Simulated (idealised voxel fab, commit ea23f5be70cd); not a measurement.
process module | voxel transistor to metal
cross-section cut | 300 nm wide | cells 5 nm
A cross-section is a grid of square cells, given in bands from the top down. A band is one or more rows of cells.
Each band's line starts with the height of the band's top and of its bottom, in nm. Then come its materials from left to right, each with its width in nm. One material with "throughout" fills the band from edge to edge. "air" is empty space.
Height 0 is the level under which the wafer as received is all one material. The lowest band goes on downwards, as in "0 down".
A width such as "30 to 40" changes by the same amount from each row of cells to the next, from the band's top row to its bottom row.
"no change" after a step means that no cell of the cross-section changed.
closed voids: empty space of 8 cells or more with no open way to the top, each as width x height at its distance from the left edge, in nm
after a step's settings: what the simulator itself notes on the step
overlay nm, on a step with a mask: how far to the right of its planned place the mask lay; to the left if negative
plan
1 op RECEIVE | material Si
2 op CONFORMAL_DEP | material SiO2 | thk nm 5
3 op CONFORMAL_DEP | material SiN | thk nm 15
4 op PATTERN | tone cover | mask id ACTIVE | material resist | width nm 115 | pitch nm 145 | thk nm 20 | overlay nm 0
5 op DIRECTIONAL_ETCH | etch materials SiN | depth nm 15
6 op DIRECTIONAL_ETCH | etch materials SiO2 | depth nm 5
7 op DIRECTIONAL_ETCH | etch materials Si | depth nm 25
8 op STRIP | etch materials resist
9 op OXIDIZE | depth nm 5
10 op FILL_DEP | material SiO2 | thk nm 10
11 op CMP | height nm 20
12 op SELECTIVE_ETCH | etch materials SiO2 | depth nm 5
13 op STRIP | etch materials SiN
14 op SELECTIVE_ETCH | etch materials SiO2 | depth nm 5
15 op OXIDIZE | depth nm 5
16 op DIRECTIONAL_DEP | material polySi | thk nm 25
17 op DIRECTIONAL_DEP | material SiCN | thk nm 10
18 op MASKED_ETCH | tone cover | mask id GATE | width nm 25 | pitch nm 145 | etch materials SiCN | depth nm 20 | overlay nm 0
19 op MASKED_ETCH | tone cover | mask id GATE | width nm 25 | pitch nm 145 | etch materials polySi | depth nm 35 | overlay nm 0
20 op CONFORMAL_DEP | material SiN | thk nm 10
21 op DIRECTIONAL_ETCH | etch materials SiN | depth nm 10
22 op DIRECTIONAL_ETCH | etch materials SiO2 | depth nm 5
23 op DIRECTIONAL_ETCH | etch materials Si | depth nm 15
24 op EPI | material nSi | thk nm 20
25 op FILL_DEP | material SiO2 | thk nm 10
26 op CMP | height nm 35
27 op DIRECTIONAL_DEP | material SiO2 | thk nm 10
28 op MASKED_ETCH | tone open | mask id CONTACT | width nm 30 | etch materials SiO2 | depth nm 45 | overlay nm 0
29 op CONFORMAL_DEP | material TiN | thk nm 5
30 op FILL_DEP | material Ru | thk nm 5
31 op CMP | height nm 45
32 op DIRECTIONAL_DEP | material TiN | thk nm 5
33 op DIRECTIONAL_DEP | material W | thk nm 15
34 op PATTERN | tone cover | mask id METAL_1 | material resist | width nm 20 | thk nm 15 | overlay nm 0
35 op DIRECTIONAL_ETCH | etch materials W | depth nm 15
36 op DIRECTIONAL_ETCH | etch materials TiN | depth nm 5
37 op STRIP | etch materials resist
38 op FILL_DEP | material lowk | thk nm 10
39 op CMP | height nm 65
40 op CONFORMAL_DEP | material SiCN | thk nm 5
41 op DIRECTIONAL_DEP | material SiO2 | thk nm 30
42 op PATTERN | tone open | mask id METAL_2_HOLES | material resist | width nm 15 | pitch nm 145 | thk nm 20 | overlay nm 0
43 op DIRECTIONAL_ETCH | etch materials SiO2 | depth nm 30
44 op STRIP | etch materials resist
45 op PATTERN | tone open | mask id METAL_2 | material resist | width nm 20 | pitch nm 145 | thk nm 20 | overlay nm 0
46 op DIRECTIONAL_ETCH | etch materials SiO2 | depth nm 15
47 op DIRECTIONAL_ETCH | etch materials SiCN | depth nm 5
48 op STRIP | etch materials resist
49 op CONFORMAL_DEP | material TiN | thk nm 5
50 op FILL_DEP | material Cu | thk nm 5
51 op CMP | height nm 100
52 op CONFORMAL_DEP | material SiCN | thk nm 5
as received, after step 1
  0 down: Si throughout
  closed voids: none
a wafer at the end: this start, this plan, one mistake
  105 to 100: SiCN throughout
  100 to 90: SiO2 30 | TiN 5 | Cu 10 | TiN 5 | SiO2 125 | TiN 5 | Cu 10 | TiN 5 | SiO2 105
  90 to 85: SiO2 30 | TiN 5 | Cu 5 | TiN 10 | SiO2 125 | TiN 5 | Cu 5 | TiN 10 | SiO2 105
  85 to 70: SiO2 30 | TiN 5 | Cu 5 | TiN 5 | SiO2 130 | TiN 5 | Cu 5 | TiN 5 | SiO2 110
  70 to 65: SiCN 30 | TiN 15 | SiCN 130 | TiN 15 | SiCN 110
  65 to 50: lowk 30 | W 20 | lowk 55 | W 20 | lowk 50 | W 20 | lowk 55 | W 20 | lowk 30
  50 to 45: lowk 30 | TiN 20 | lowk 55 | TiN 20 | lowk 50 | TiN 20 | lowk 55 | TiN 20 | lowk 30
  45 to 35: SiO2 30 | TiN 5 | Ru 20 to 15 | TiN 5 to 10 | SiO2 35 | TiN 5 to 10 | Ru 20 to 15 | TiN 5 | SiO2 50 | TiN 5 | Ru 20 to 15 | TiN 5 to 10 | SiO2 35 | TiN 5 to 10 | Ru 20 to 15 | TiN 5 | SiO2 30
  35 to 25: SiO2 30 | TiN 5 | Ru 15 | TiN 5 | SiN 10 | SiCN 25 | SiN 10 | TiN 5 | Ru 15 | TiN 5 | SiO2 50 | TiN 5 | Ru 15 | TiN 5 | SiN 10 | SiCN 25 | SiN 10 | TiN 5 | Ru 15 | TiN 5 | SiO2 30
  25 to 20: SiO2 30 | TiN 5 | Ru 15 | TiN 5 | SiN 10 | polySi 25 | SiN 10 | TiN 5 | Ru 15 | TiN 5 | SiO2 50 | TiN 5 | Ru 15 | TiN 5 | SiN 10 | polySi 25 | SiN 10 | TiN 5 | Ru 15 | TiN 5 | SiO2 30
  20 to 15: SiO2 30 | TiN 25 | SiN 10 | polySi 25 | SiN 10 | TiN 25 | SiO2 50 | TiN 25 | SiN 10 | polySi 25 | SiN 10 | TiN 25 | SiO2 30
  15 to 10: SiO2 30 | TiN 5 | nSi 20 | SiN 10 | polySi 25 | SiN 10 | nSi 20 | TiN 5 | SiO2 50 | TiN 5 | nSi 20 | SiN 10 | polySi 25 | SiN 10 | nSi 20 | TiN 5 | SiO2 30
  10 to 0: SiO2 15 | SiN 10 | nSi 30 | SiN 10 | polySi 25 | SiN 10 | nSi 30 | SiN 10 | SiO2 20 | SiN 10 | nSi 30 | SiN 10 | polySi 25 | SiN 10 | nSi 30 | SiN 10 | SiO2 15
  0 to -5: SiO2 15 | SiN 10 | nSi 30 | SiO2 45 | nSi 30 | SiN 10 | SiO2 20 | SiN 10 | nSi 30 | SiO2 45 | nSi 30 | SiN 10 | SiO2 15
  -5 to -10: SiO2 30 | nSi 25 | Si 45 | nSi 25 | SiO2 50 | nSi 25 | Si 45 | nSi 25 | SiO2 30
  -10 to -20: SiO2 25 | Si 5 | nSi 25 | Si 45 | nSi 25 | Si 5 | SiO2 40 | Si 5 | nSi 25 | Si 45 | nSi 25 | Si 5 | SiO2 25
  -20 to -30: SiO2 25 | Si 105 | SiO2 40 | Si 105 | SiO2 25
  -30 down: Si throughout
  closed voids: none
what went wrong: step 2 was left out
